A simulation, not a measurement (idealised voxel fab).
Presented below is a process module, voxel ribs on slabs.
The cross-section shown here is cut; it is 175 nm wide and divided into square cells measuring 5 nm on a side.
Cross-section layout: square cells on a grid; listed as bands, top to bottom; a band spans one or more cell rows. Each band's line starts with the height of the band's top and of its bottom, in nm. Then come its materials from left to right, each with its width in nm. One material with "all across" fills the band from edge to edge. "blank" is empty space. Heights are reckoned from 0. Under this level, the received wafer is all of one material. The bottommost band is open-ended downward, for example "0..down". Read "30..40" as a graded width: first number on top, second number at the bottom, same change between each pair of neighbouring rows. Where a step carries "nothing altered", the cross-section came out of it unchanged, cell for cell. "Closed internal cavities" lists enclosed empty spaces (at least 8 cells, no open path upward to the top), each as width x height at distance from the left edge, in nm. after a step's settings: what the simulator itself notes on the step. "overlay nm" denotes, for a step that has a mask, the displacement of the mask to the right of its planned place, with negative values corresponding to the left.

# Planned process steps
1: RECEIVE | material Si
2: DIRECTIONAL_DEP | material SiO2 | thk nm 30
3: DIRECTIONAL_DEP | material SiN | thk nm 15
4: DIRECTIONAL_DEP | material aC | thk nm 15
5: PATTERN | tone cover | mask id RIB | material resist | width nm 15 | thk nm 35 | overlay nm 0
6: DIRECTIONAL_ETCH | etch materials aC | depth nm 15
7: STRIP | etch materials resist
8: DIRECTIONAL_ETCH | etch materials SiN | depth nm 5
9: STRIP | etch materials aC
10: DIRECTIONAL_DEP | material aC | thk nm 15
11: PATTERN | tone cover | mask id SLAB | material resist | width nm 45 | thk nm 35 | overlay nm 0
12: DIRECTIONAL_ETCH | etch materials aC | depth nm 15
13: STRIP | etch materials resist
14: DIRECTIONAL_ETCH | etch materials SiN | depth nm 10
15: STRIP | etch materials aC
16: FILL_DEP | material SiO2 | thk nm 20
17: CMP | height nm 55
18: DIRECTIONAL_DEP | material W | thk nm 10
19: DIRECTIONAL_DEP | material aC | thk nm 10
20: PATTERN | tone cover | mask id HEATER | material resist | width nm 25 | thk nm 30 | overlay nm 0
21: DIRECTIONAL_ETCH | etch materials aC | depth nm 10
22: STRIP | etch materials resist
23: DIRECTIONAL_ETCH | etch materials W | depth nm 10
24: STRIP | etch materials aC
25: CONFORMAL_DEP | material SiN | thk nm 10

# The first of the two wafers, which ran as planned

# as received, after step 1
- 0..down: Si all across
- Closed internal cavities: none

# Wafer after step 2 (cross-section)
- 30..0: SiO2 all across
- Under 0: no change, same as before.

# Wafer after step 3 (cross-section)
- 45..30: SiN all across
- Under 30: no change, same as before.

# Wafer after step 4 (cross-section)
- 60..45: aC all across
- Under 45: no change, same as before.

# Wafer after step 5 (cross-section)
- 95..60: 80 blank; 15 resist; 80 blank
- Under 60: no change, same as before.

# Wafer after step 6 (cross-section)
- 80..60: 80 blank; 15 resist; 80 blank
- 60..45: 80 blank; 15 aC; 80 blank
- Under 45: no change, same as before.

# Wafer after step 7 (cross-section)
- 60..45: 80 blank; 15 aC; 80 blank
- Under 45: no change, same as before.

# Wafer after step 8 (cross-section)
- 60..45: 80 blank; 15 aC; 80 blank
- 45..40: 80 blank; 15 SiN; 80 blank
- Under 40: no change, same as before.

# Wafer after step 9 (cross-section)
- 45..40: 80 blank; 15 SiN; 80 blank
- Under 40: no change, same as before.

# Wafer after step 10 (cross-section)
- 60..55: 80 blank; 15 aC; 80 blank
- 55..45: aC all across
- 45..40: 80 aC; 15 SiN; 80 aC
- Under 40: no change, same as before.

# Wafer after step 11 (cross-section)
- 95..60: 65 blank; 45 resist; 65 blank
- 60..55: 65 blank; 15 resist; 15 aC; 15 resist; 65 blank
- Under 55: no change, same as before.

# Wafer after step 12 (cross-section)
- 80..60: 65 blank; 45 resist; 65 blank
- 60..55: 65 blank; 15 resist; 15 aC; 15 resist; 65 blank
- 55..45: 65 blank; 45 aC; 65 blank
- 45..40: 65 blank; 15 aC; 15 SiN; 15 aC; 65 blank
- Under 40: no change, same as before.

# Wafer after step 13 (cross-section)
- 60..55: 80 blank; 15 aC; 80 blank
- Under 55: no change, same as before.

# Wafer after step 14 (cross-section)
- 60..55: 80 blank; 15 aC; 80 blank
- 55..45: 65 blank; 45 aC; 65 blank
- 45..40: 65 blank; 15 aC; 15 SiN; 15 aC; 65 blank
- 40..30: 65 blank; 45 SiN; 65 blank
- Under 30: no change, same as before.

# Wafer after step 15 (cross-section)
- 45..40: 80 blank; 15 SiN; 80 blank
- Under 40: no change, same as before.

# Wafer after step 16 (cross-section)
- 65..45: SiO2 all across
- 45..40: 80 SiO2; 15 SiN; 80 SiO2
- 40..30: 65 SiO2; 45 SiN; 65 SiO2
- Under 30: no change, same as before.

# Wafer after step 17 (cross-section)
- 55..45: SiO2 all across
- Under 45: no change, same as before.

# Wafer after step 18 (cross-section)
- 65..55: W all across
- Under 55: no change, same as before.

# Wafer after step 19 (cross-section)
- 75..65: aC all across
- Under 65: no change, same as before.

# Wafer after step 20 (cross-section)
- 105..75: 75 blank; 25 resist; 75 blank
- Under 75: no change, same as before.

# Wafer after step 21 (cross-section)
- 95..75: 75 blank; 25 resist; 75 blank
- 75..65: 75 blank; 25 aC; 75 blank
- Under 65: no change, same as before.

# Wafer after step 22 (cross-section)
- 75..65: 75 blank; 25 aC; 75 blank
- Under 65: no change, same as before.

# Wafer after step 23 (cross-section)
- 75..65: 75 blank; 25 aC; 75 blank
- 65..55: 75 blank; 25 W; 75 blank
- Under 55: no change, same as before.

# Wafer after step 24 (cross-section)
- 65..55: 75 blank; 25 W; 75 blank
- Under 55: no change, same as before.

# Wafer after step 25 (cross-section)
- 75..65: 65 blank; 45 SiN; 65 blank
- 65..55: 75 SiN; 25 W; 75 SiN
- Under 55: no change, same as before.

# For the second wafer, take the first wafer's start and plan, then add one mistake made in running it; everything through step 24, that step included, is shared with the first

Cross-section of the second wafer corresponding to the planned conclusion of step 25: nothing altered
Plan not followed: the plan's step 25 went unexecuted, having been skipped
Final comparison by cell count, materials where the second wafer has more or fewer than the first: SiN: 78 fewer
